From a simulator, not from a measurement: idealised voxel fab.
process module | voxel gate over fins
cross-section cut | 240 nm wide | cells 5 nm
A cross-section is a grid of square cells, given in bands from the top down. A band is one or more rows of cells.
Each band's line starts with the height of the band's top and of its bottom, in nm. Then come its materials from left to right, each with its width in nm. One material with "throughout" fills the band from edge to edge. "air" is empty space.
Height 0 is the level under which the wafer as received is all one material. The lowest band goes on downwards, as in "0 down".
A width such as "30 to 40" changes by the same amount from each row of cells to the next, from the band's top row to its bottom row.
"no change" after a step means that no cell of the cross-section changed.
closed voids: empty space of 8 cells or more with no open way to the top, each as width x height at its distance from the left edge, in nm
after a step's settings: what the simulator itself notes on the step
overlay nm, on a step with a mask: how far to the right of its planned place the mask lay; to the left if negative
plan
1 op RECEIVE | material Si
2 op CONFORMAL_DEP | material SiN | thk nm 5
3 op PATTERN | tone cover | mask id FINS | material resist | width nm 15 | pitch nm 60 | thk nm 15 | overlay nm 0
4 op DIRECTIONAL_ETCH | etch materials SiN | depth nm 5
5 op DIRECTIONAL_ETCH | etch materials Si | depth nm 35
6 op STRIP | etch materials resist
7 op OXIDIZE | depth nm 5
8 op FILL_DEP | material SiO2 | thk nm 5
9 op CMP | height nm 5
10 op MASKED_ETCH | tone open | mask id RAIL | width nm 15 | etch materials SiO2 | depth nm 35 | overlay nm 0
11 op CONFORMAL_DEP | material TiN | thk nm 5
12 op FILL_DEP | material W | thk nm 5
13 op CMP | height nm 5
14 op SELECTIVE_ETCH | etch materials W Ru TiN | depth nm 25
15 op FILL_DEP | material SiO2 | thk nm 5
16 op CMP | height nm 5
17 op SELECTIVE_ETCH | etch materials SiO2 | depth nm 20
18 op STRIP | etch materials SiN
19 op CONFORMAL_DEP | material HfO2 | thk nm 5
20 op CONFORMAL_DEP | material TiN | thk nm 5
21 op FILL_DEP | material W | thk nm 15
22 op CMP | height nm 20
23 op CONFORMAL_DEP | material SiN | thk nm 5
first wafer, as planned
as received, after step 1
  0 down: Si throughout
  closed voids: none
after step 2
  5 to 0: SiN throughout
  below 0: unchanged
after step 3
  20 to 5: air 50 | resist 15 | air 45 | resist 15 | air 45 | resist 15 | air 55
  below 5: unchanged
after step 4
  20 to 5: air 50 | resist 15 | air 45 | resist 15 | air 45 | resist 15 | air 55
  5 to 0: air 50 | SiN 15 | air 45 | SiN 15 | air 45 | SiN 15 | air 55
  below 0: unchanged
after step 5
  20 to 5: air 50 | resist 15 | air 45 | resist 15 | air 45 | resist 15 | air 55
  5 to 0: air 50 | SiN 15 | air 45 | SiN 15 | air 45 | SiN 15 | air 55
  0 to -35: air 50 | Si 15 | air 45 | Si 15 | air 45 | Si 15 | air 55
  below -35: unchanged
after step 6
  5 to 0: air 50 | SiN 15 | air 45 | SiN 15 | air 45 | SiN 15 | air 55
  below 0: unchanged
after step 7
  5 to 0: air 50 | SiN 15 | air 45 | SiN 15 | air 45 | SiN 15 | air 55
  0 to -35: air 50 | SiO2 5 | Si 5 | SiO2 5 | air 45 | SiO2 5 | Si 5 | SiO2 5 | air 45 | SiO2 5 | Si 5 | SiO2 5 | air 55
  -35 to -40: SiO2 55 | Si 5 | SiO2 55 | Si 5 | SiO2 55 | Si 5 | SiO2 60
  below -40: unchanged
after step 8
  10 to 5: SiO2 throughout
  5 to 0: SiO2 50 | SiN 15 | SiO2 45 | SiN 15 | SiO2 45 | SiN 15 | SiO2 55
  0 to -40: SiO2 55 | Si 5 | SiO2 55 | Si 5 | SiO2 55 | Si 5 | SiO2 60
  below -40: unchanged
after step 9
  5 to 0: SiO2 50 | SiN 15 | SiO2 45 | SiN 15 | SiO2 45 | SiN 15 | SiO2 55
  below 0: unchanged
after step 10
  5 to 0: SiO2 50 | SiN 15 | SiO2 15 | air 15 | SiO2 15 | SiN 15 | SiO2 45 | SiN 15 | SiO2 55
  0 to -30: SiO2 55 | Si 5 | SiO2 20 | air 15 | SiO2 20 | Si 5 | SiO2 55 | Si 5 | SiO2 60
  below -30: unchanged
after step 11
  10 to 5: TiN 85 | air 5 | TiN 150
  5 to 0: SiO2 50 | SiN 15 | SiO2 15 | TiN 5 | air 5 | TiN 5 | SiO2 15 | SiN 15 | SiO2 45 | SiN 15 | SiO2 55
  0 to -25: SiO2 55 | Si 5 | SiO2 20 | TiN 5 | air 5 | TiN 5 | SiO2 20 | Si 5 | SiO2 55 | Si 5 | SiO2 60
  -25 to -30: SiO2 55 | Si 5 | SiO2 20 | TiN 15 | SiO2 20 | Si 5 | SiO2 55 | Si 5 | SiO2 60
  below -30: unchanged
after step 12
  15 to 10: W throughout
  10 to 5: TiN 85 | W 5 | TiN 150
  5 to 0: SiO2 50 | SiN 15 | SiO2 15 | TiN 5 | W 5 | TiN 5 | SiO2 15 | SiN 15 | SiO2 45 | SiN 15 | SiO2 55
  0 to -25: SiO2 55 | Si 5 | SiO2 20 | TiN 5 | W 5 | TiN 5 | SiO2 20 | Si 5 | SiO2 55 | Si 5 | SiO2 60
  below -25: unchanged
after step 13
  5 to 0: SiO2 50 | SiN 15 | SiO2 15 | TiN 5 | W 5 | TiN 5 | SiO2 15 | SiN 15 | SiO2 45 | SiN 15 | SiO2 55
  below 0: unchanged
after step 14
  5 to 0: SiO2 50 | SiN 15 | SiO2 15 | air 15 | SiO2 15 | SiN 15 | SiO2 45 | SiN 15 | SiO2 55
  0 to -20: SiO2 55 | Si 5 | SiO2 20 | air 15 | SiO2 20 | Si 5 | SiO2 55 | Si 5 | SiO2 60
  below -20: unchanged
after step 15
  10 to 5: SiO2 throughout
  5 to 0: SiO2 50 | SiN 15 | SiO2 45 | SiN 15 | SiO2 45 | SiN 15 | SiO2 55
  0 to -20: SiO2 55 | Si 5 | SiO2 55 | Si 5 | SiO2 55 | Si 5 | SiO2 60
  below -20: unchanged
after step 16
  5 to 0: SiO2 50 | SiN 15 | SiO2 45 | SiN 15 | SiO2 45 | SiN 15 | SiO2 55
  below 0: unchanged
after step 17
  5 to 0: air 50 | SiN 15 | air 45 | SiN 15 | air 45 | SiN 15 | air 55
  0 to -15: air 55 | Si 5 | air 55 | Si 5 | air 55 | Si 5 | air 60
  below -15: unchanged
after step 18
  0 to -15: air 55 | Si 5 | air 55 | Si 5 | air 55 | Si 5 | air 60
  below -15: unchanged
after step 19
  5 to 0: air 50 | HfO2 15 | air 45 | HfO2 15 | air 45 | HfO2 15 | air 55
  0 to -10: air 50 | HfO2 5 | Si 5 | HfO2 5 | air 45 | HfO2 5 | Si 5 | HfO2 5 | air 45 | HfO2 5 | Si 5 | HfO2 5 | air 55
  -10 to -15: HfO2 55 | Si 5 | HfO2 55 | Si 5 | HfO2 55 | Si 5 | HfO2 60
  below -15: unchanged
after step 20
  10 to 5: air 45 | TiN 25 | air 35 | TiN 25 | air 35 | TiN 25 | air 50
  5 to 0: air 45 | TiN 5 | HfO2 15 | TiN 5 | air 35 | TiN 5 | HfO2 15 | TiN 5 | air 35 | TiN 5 | HfO2 15 | TiN 5 | air 50
  0 to -5: air 45 | TiN 5 | HfO2 5 | Si 5 | HfO2 5 | TiN 5 | air 35 | TiN 5 | HfO2 5 | Si 5 | HfO2 5 | TiN 5 | air 35 | TiN 5 | HfO2 5 | Si 5 | HfO2 5 | TiN 5 | air 50
  -5 to -10: TiN 50 | HfO2 5 | Si 5 | HfO2 5 | TiN 45 | HfO2 5 | Si 5 | HfO2 5 | TiN 45 | HfO2 5 | Si 5 | HfO2 5 | TiN 55
  below -10: unchanged
after step 21
  25 to 10: W throughout
  10 to 5: W 45 | TiN 25 | W 35 | TiN 25 | W 35 | TiN 25 | W 50
  5 to 0: W 45 | TiN 5 | HfO2 15 | TiN 5 | W 35 | TiN 5 | HfO2 15 | TiN 5 | W 35 | TiN 5 | HfO2 15 | TiN 5 | W 50
  0 to -5: W 45 | TiN 5 | HfO2 5 | Si 5 | HfO2 5 | TiN 5 | W 35 | TiN 5 | HfO2 5 | Si 5 | HfO2 5 | TiN 5 | W 35 | TiN 5 | HfO2 5 | Si 5 | HfO2 5 | TiN 5 | W 50
  below -5: unchanged
after step 22
  20 to 10: W throughout
  below 10: unchanged
after step 23
  25 to 20: SiN throughout
  below 20: unchanged
second wafer: like start, like plan, one mistake. Through step 11 it matches the first wafer
when step 12 should have ended
  15 to 10: Ru throughout
  10 to 5: TiN 85 | Ru 5 | TiN 150
  5 to 0: SiO2 50 | SiN 15 | SiO2 15 | TiN 5 | Ru 5 | TiN 5 | SiO2 15 | SiN 15 | SiO2 45 | SiN 15 | SiO2 55
  0 to -25: SiO2 55 | Si 5 | SiO2 20 | TiN 5 | Ru 5 | TiN 5 | SiO2 20 | Si 5 | SiO2 55 | Si 5 | SiO2 60
  below -25: unchanged
when step 13 should have ended
  5 to 0: SiO2 50 | SiN 15 | SiO2 15 | TiN 5 | Ru 5 | TiN 5 | SiO2 15 | SiN 15 | SiO2 45 | SiN 15 | SiO2 55
  below 0: unchanged
when step 14 should have ended
  5 to 0: SiO2 50 | SiN 15 | SiO2 15 | air 15 | SiO2 15 | SiN 15 | SiO2 45 | SiN 15 | SiO2 55
  0 to -20: SiO2 55 | Si 5 | SiO2 20 | air 15 | SiO2 20 | Si 5 | SiO2 55 | Si 5 | SiO2 60
  below -20: unchanged
when step 15 should have ended
  10 to 5: SiO2 throughout
  5 to 0: SiO2 50 | SiN 15 | SiO2 45 | SiN 15 | SiO2 45 | SiN 15 | SiO2 55
  0 to -20: SiO2 55 | Si 5 | SiO2 55 | Si 5 | SiO2 55 | Si 5 | SiO2 60
  below -20: unchanged
when step 16 should have ended
  5 to 0: SiO2 50 | SiN 15 | SiO2 45 | SiN 15 | SiO2 45 | SiN 15 | SiO2 55
  below 0: unchanged
when step 17 should have ended
  5 to 0: air 50 | SiN 15 | air 45 | SiN 15 | air 45 | SiN 15 | air 55
  0 to -15: air 55 | Si 5 | air 55 | Si 5 | air 55 | Si 5 | air 60
  below -15: unchanged
when step 18 should have ended
  0 to -15: air 55 | Si 5 | air 55 | Si 5 | air 55 | Si 5 | air 60
  below -15: unchanged
when step 19 should have ended
  5 to 0: air 50 | HfO2 15 | air 45 | HfO2 15 | air 45 | HfO2 15 | air 55
  0 to -10: air 50 | HfO2 5 | Si 5 | HfO2 5 | air 45 | HfO2 5 | Si 5 | HfO2 5 | air 45 | HfO2 5 | Si 5 | HfO2 5 | air 55
  -10 to -15: HfO2 55 | Si 5 | HfO2 55 | Si 5 | HfO2 55 | Si 5 | HfO2 60
  below -15: unchanged
when step 20 should have ended
  10 to 5: air 45 | TiN 25 | air 35 | TiN 25 | air 35 | TiN 25 | air 50
  5 to 0: air 45 | TiN 5 | HfO2 15 | TiN 5 | air 35 | TiN 5 | HfO2 15 | TiN 5 | air 35 | TiN 5 | HfO2 15 | TiN 5 | air 50
  0 to -5: air 45 | TiN 5 | HfO2 5 | Si 5 | HfO2 5 | TiN 5 | air 35 | TiN 5 | HfO2 5 | Si 5 | HfO2 5 | TiN 5 | air 35 | TiN 5 | HfO2 5 | Si 5 | HfO2 5 | TiN 5 | air 50
  -5 to -10: TiN 50 | HfO2 5 | Si 5 | HfO2 5 | TiN 45 | HfO2 5 | Si 5 | HfO2 5 | TiN 45 | HfO2 5 | Si 5 | HfO2 5 | TiN 55
  below -10: unchanged
when step 21 should have ended
  25 to 10: W throughout
  10 to 5: W 45 | TiN 25 | W 35 | TiN 25 | W 35 | TiN 25 | W 50
  5 to 0: W 45 | TiN 5 | HfO2 15 | TiN 5 | W 35 | TiN 5 | HfO2 15 | TiN 5 | W 35 | TiN 5 | HfO2 15 | TiN 5 | W 50
  0 to -5: W 45 | TiN 5 | HfO2 5 | Si 5 | HfO2 5 | TiN 5 | W 35 | TiN 5 | HfO2 5 | Si 5 | HfO2 5 | TiN 5 | W 35 | TiN 5 | HfO2 5 | Si 5 | HfO2 5 | TiN 5 | W 50
  below -5: unchanged
when step 22 should have ended
  20 to 10: W throughout
  below 10: unchanged
when step 23 should have ended
  25 to 20: SiN throughout
  below 20: unchanged
what went wrong: step 12 ran as: op FILL_DEP | material Ru | thk nm 5
at the end the second wafer has, in cells: 1 more of Ru | 1 fewer of W
